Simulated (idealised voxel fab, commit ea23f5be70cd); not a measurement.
You're looking at the process module voxel wiring stack.
Each square cell in cross-section cut measures 5 nm, and the section as a whole is 210 nm wide.
Cross-section spec: square-cell grid; bands listed top down; each band is one or more rows. It is stipulated that each band's entry specify, in nanometres, the height of the top of the band and then that of its bottom, followed by the materials of the band in left-to-right sequence, each together with its width in nanometres. A single material marked by the word "all across" is understood to fill the band from edge to edge; the word "air" is understood to denote empty space. The level at which height equals 0 is the one under which the wafer, as it arrives, is entirely one material. No lower edge exists for the bottom band, which continues downward and is notated as in "z 0 and below". The notation "30 to 40" denotes a width that varies across the rows of cells in the band, beginning at the first number in the top row, finishing at the second number in the bottom row, and changing by an identical amount from each row to the next. "nothing was modified", as given for a step, is the statement that not any cell of the cross-section underwent a change during that step. "Voids, enclosed" - sealed voids, min. 8 cells, no opening to top; format: width x height at distance (distance from left edge; nm throughout). Post-settings text on a step line: simulator's own remark regarding the step. overlay nm: on a step with a mask, how far right of its planned place the mask lay; negative means left.
-- Below is the list of planned process steps
1. RECEIVE,material Si
2. CONFORMAL_DEP,material SiO2,thk nm 10
3. CONFORMAL_DEP,material SiN,thk nm 5
4. DIRECTIONAL_DEP,material SiO2,thk nm 25
5. DIRECTIONAL_DEP,material aC,thk nm 10
6. PATTERN,tone open,mask id METAL_1,material resist,width nm 15,pitch nm 50,thk nm 30,overlay nm 0
7. DIRECTIONAL_ETCH,etch materials aC,depth nm 10
8. STRIP,etch materials resist
9. DIRECTIONAL_ETCH,etch materials SiO2,depth nm 25
10. DIRECTIONAL_ETCH,etch materials SiN,depth nm 5
11. STRIP,etch materials aC
12. CONFORMAL_DEP,material TiN,thk nm 5
13. FILL_DEP,material Cu,thk nm 5
14. CMP,height nm 40
15. CONFORMAL_DEP,material SiCN,thk nm 5
16. DIRECTIONAL_DEP,material SiO2,thk nm 25
17. MASKED_ETCH,tone open,mask id METAL_2_HOLES,width nm 15,pitch nm 50,etch materials SiO2,depth nm 25,overlay nm 0
18. MASKED_ETCH,tone open,mask id METAL_2,width nm 25,pitch nm 50,etch materials SiO2,depth nm 15,overlay nm 0
19. MASKED_ETCH,tone open,mask id METAL_2,width nm 25,pitch nm 50,etch materials SiCN,depth nm 5,overlay nm 0
20. CONFORMAL_DEP,material TiN,thk nm 5
21. FILL_DEP,material Cu,thk nm 10
22. CMP,height nm 70
23. CONFORMAL_DEP,material SiCN,thk nm 5
24. DIRECTIONAL_DEP,material lowk,thk nm 35
25. PATTERN,tone open,mask id METAL_3,material resist,width nm 25,pitch nm 50,thk nm 15,overlay nm 0
26. DIRECTIONAL_ETCH,etch materials lowk,depth nm 20
27. STRIP,etch materials resist
28. DIRECTIONAL_DEP,material aC,thk nm 15
29. PATTERN,tone open,mask id METAL_3_HOLES,material resist,width nm 15,pitch nm 50,thk nm 35,overlay nm 0
30. DIRECTIONAL_ETCH,etch materials aC,depth nm 15
31. STRIP,etch materials resist
32. DIRECTIONAL_ETCH,etch materials lowk,depth nm 15
33. DIRECTIONAL_ETCH,etch materials SiCN,depth nm 5
34. STRIP,etch materials aC
35. CONFORMAL_DEP,material TiN,thk nm 5
36. FILL_DEP,material Cu,thk nm 5
37. CMP,height nm 110
38. CONFORMAL_DEP,material SiN,thk nm 5
Quick note for whoever runs this: the wafers start identical, but the width nm at step 6 isn't the same across them. The plan just shows what the first wafer had.
-- After step 1, as received: first of several wafers, cross-section
* z 0 and below = Si all across
* Voids, enclosed: none
-- First of several wafers in cross-section at module end, following the final step, step 38
* z 115 to 110 = SiN all across
* z 110 to 95 = lowk 15, then TiN 5, then Cu 15, then TiN 5, then lowk 25, then TiN 5, then Cu 15, then TiN 5, then lowk 25, then TiN 5, then Cu 15, then TiN 5, then lowk 25, then TiN 5, then Cu 15, then TiN 5, then lowk 20
* z 95 to 90 = lowk 15, then TiN 5, then Cu 5, then TiN 15, then lowk 25, then TiN 5, then Cu 5, then TiN 15, then lowk 25, then TiN 5, then Cu 5, then TiN 15, then lowk 25, then TiN 5, then Cu 5, then TiN 15, then lowk 20
* z 90 to 75 = lowk 15, then TiN 5, then Cu 5, then TiN 5, then lowk 35, then TiN 5, then Cu 5, then TiN 5, then lowk 35, then TiN 5, then Cu 5, then TiN 5, then lowk 35, then TiN 5, then Cu 5, then TiN 5, then lowk 30
* z 75 to 70 = SiCN 15, then TiN 15, then SiCN 35, then TiN 15, then SiCN 35, then TiN 15, then SiCN 35, then TiN 15, then SiCN 30
* z 70 to 60 = SiO2 15, then TiN 5, then Cu 15, then TiN 5, then SiO2 25, then TiN 5, then Cu 15, then TiN 5, then SiO2 25, then TiN 5, then Cu 15, then TiN 5, then SiO2 25, then TiN 5, then Cu 15, then TiN 5, then SiO2 20
* z 60 to 55 = SiO2 15, then TiN 5, then Cu 5, then TiN 15, then SiO2 25, then TiN 5, then Cu 5, then TiN 15, then SiO2 25, then TiN 5, then Cu 5, then TiN 15, then SiO2 25, then TiN 5, then Cu 5, then TiN 15, then SiO2 20
* z 55 to 45 = SiO2 15, then TiN 5, then Cu 5, then TiN 5, then SiO2 35, then TiN 5, then Cu 5, then TiN 5, then SiO2 35, then TiN 5, then Cu 5, then TiN 5, then SiO2 35, then TiN 5, then Cu 5, then TiN 5, then SiO2 30
* z 45 to 40 = SiCN 15, then TiN 15, then SiCN 35, then TiN 15, then SiCN 35, then TiN 15, then SiCN 35, then TiN 15, then SiCN 30
* z 40 to 15 = SiO2 20, then TiN 5, then Cu 5, then TiN 5, then SiO2 35, then TiN 5, then Cu 5, then TiN 5, then SiO2 35, then TiN 5, then Cu 5, then TiN 5, then SiO2 35, then TiN 5, then Cu 5, then TiN 5, then SiO2 25
* z 15 to 10 = SiN 20, then TiN 15, then SiN 35, then TiN 15, then SiN 35, then TiN 15, then SiN 35, then TiN 15, then SiN 25
* z 10 to 0 = SiO2 all across
* z 0 and below = Si all across
* Voids, enclosed: none
-- Cross-sectional view of the final wafer of several at the module's end
* z 115 to 110 = SiN all across
* z 110 to 95 = lowk 15, then TiN 5, then Cu 15, then TiN 5, then lowk 25, then TiN 5, then Cu 15, then TiN 5, then lowk 25, then TiN 5, then Cu 15, then TiN 5, then lowk 25, then TiN 5, then Cu 15, then TiN 5, then lowk 20
* z 95 to 90 = lowk 15, then TiN 5, then Cu 5, then TiN 15, then lowk 25, then TiN 5, then Cu 5, then TiN 15, then lowk 25, then TiN 5, then Cu 5, then TiN 15, then lowk 25, then TiN 5, then Cu 5, then TiN 15, then lowk 20
* z 90 to 75 = lowk 15, then TiN 5, then Cu 5, then TiN 5, then lowk 35, then TiN 5, then Cu 5, then TiN 5, then lowk 35, then TiN 5, then Cu 5, then TiN 5, then lowk 35, then TiN 5, then Cu 5, then TiN 5, then lowk 30
* z 75 to 70 = SiCN 15, then TiN 15, then SiCN 35, then TiN 15, then SiCN 35, then TiN 15, then SiCN 35, then TiN 15, then SiCN 30
* z 70 to 60 = SiO2 15, then TiN 5, then Cu 15, then TiN 5, then SiO2 25, then TiN 5, then Cu 15, then TiN 5, then SiO2 25, then TiN 5, then Cu 15, then TiN 5, then SiO2 25, then TiN 5, then Cu 15, then TiN 5, then SiO2 20
* z 60 to 55 = SiO2 15, then TiN 5, then Cu 5, then TiN 15, then SiO2 25, then TiN 5, then Cu 5, then TiN 15, then SiO2 25, then TiN 5, then Cu 5, then TiN 15, then SiO2 25, then TiN 5, then Cu 5, then TiN 15, then SiO2 20
* z 55 to 45 = SiO2 15, then TiN 5, then Cu 5, then TiN 5, then SiO2 35, then TiN 5, then Cu 5, then TiN 5, then SiO2 35, then TiN 5, then Cu 5, then TiN 5, then SiO2 35, then TiN 5, then Cu 5, then TiN 5, then SiO2 30
* z 45 to 40 = SiCN 15, then TiN 15, then SiCN 35, then TiN 15, then SiCN 35, then TiN 15, then SiCN 35, then TiN 15, then SiCN 30
* z 40 to 15 = SiO2 15, then TiN 5, then Cu 20, then TiN 5, then SiO2 20, then TiN 5, then Cu 20, then TiN 5, then SiO2 20, then TiN 5, then Cu 20, then TiN 5, then SiO2 20, then TiN 5, then Cu 20, then TiN 5, then SiO2 15
* z 15 to 10 = SiN 15, then TiN 30, then SiN 20, then TiN 30, then SiN 20, then TiN 30, then SiN 20, then TiN 30, then SiN 15
* z 10 to 0 = SiO2 all across
* z 0 and below = Si all across
* Voids, enclosed: none
-- Each row below is a wafer at the end of the module, listing for every material the number of cells it has gained (+) or lost (-) since it was received, followed by its closed voids
width nm 15; +108 Cu; +60 SiCN; +72 SiN; +360 SiO2; +188 TiN; +178 lowk; Voids, enclosed: none
width nm 20; +128 Cu; +60 SiCN; +68 SiN; +340 SiO2; +192 TiN; +178 lowk; Voids, enclosed: none
width nm 25; +148 Cu; +60 SiCN; +64 SiN; +320 SiO2; +196 TiN; +178 lowk; Voids, enclosed: none
width nm 30; +168 Cu; +60 SiCN; +60 SiN; +300 SiO2; +200 TiN; +178 lowk; Voids, enclosed: none
